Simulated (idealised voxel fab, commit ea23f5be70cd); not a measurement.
Module name: voxel double patterning (process module)
Shown is cross-section cut, with a width of 140 nm and square cells of size 5 nm.
Cross-section layout: square cells on a grid; listed as bands, top to bottom; a band spans one or more cell rows.
Band: top height; bottom height; in nm. Then, left to right: material with width in nm, for each material. "all across": a single material spanning edge to edge. "empty": empty space.
A quick word on heights: they are counted from 0, and under that level the wafer as it came to us is one material throughout. The lowest band is different from the rest in having no bottom; it simply continues downward, written as in "0 down".
With a width like "30..40", each row of cells in the band differs from the next by the same amount, the top row carrying the first number and the bottom row the second.
Step marked "stayed the same"? Then no cell in the cross-section changed in it.
Any empty space of 8 cells or more lacking an open way to the top shows up in "Sealed void list" as width x height at distance, distance from the left edge, in nm.
Read whatever lies past the settings on a step's line as the simulator's own remark about the step.
overlay nm: step with mask; distance mask lay right of planned place; negative value = left of planned place.
-- plan
1) RECEIVE | material Si
2) CONFORMAL_DEP | material SiO2 | thk nm 5
3) DIRECTIONAL_DEP | material W | thk nm 15
4) DIRECTIONAL_DEP | material SiN | thk nm 5
5) MASKED_ETCH | tone open | mask id FIRST | width nm 15 | pitch nm 50 | etch materials SiN | depth nm 5 | overlay nm 0
6) MASKED_ETCH | tone open | mask id SECOND | width nm 15 | etch materials SiN | depth nm 5 | overlay nm 0
7) DIRECTIONAL_ETCH | etch materials W | depth nm 15
8) STRIP | etch materials SiN
-- Step 1 complete: cross-section of the wafer as received
> 0 down = Si all across
> Sealed void list: none
-- Cross-section at module end, one run error; start and plan unchanged from above
> 25 to 20 = SiN=35, empty=15, SiN=10, empty=15, SiN=10, empty=15, SiN=40
> 20 to 5 = W=35, empty=15, W=10, empty=15, W=10, empty=15, W=40
> 5 to 0 = SiO2 all across
> 0 down = Si all across
> Sealed void list: none
It is concluded that the wafer was processed incorrectly with respect to the plan, in that no execution of plan step 8; skipped
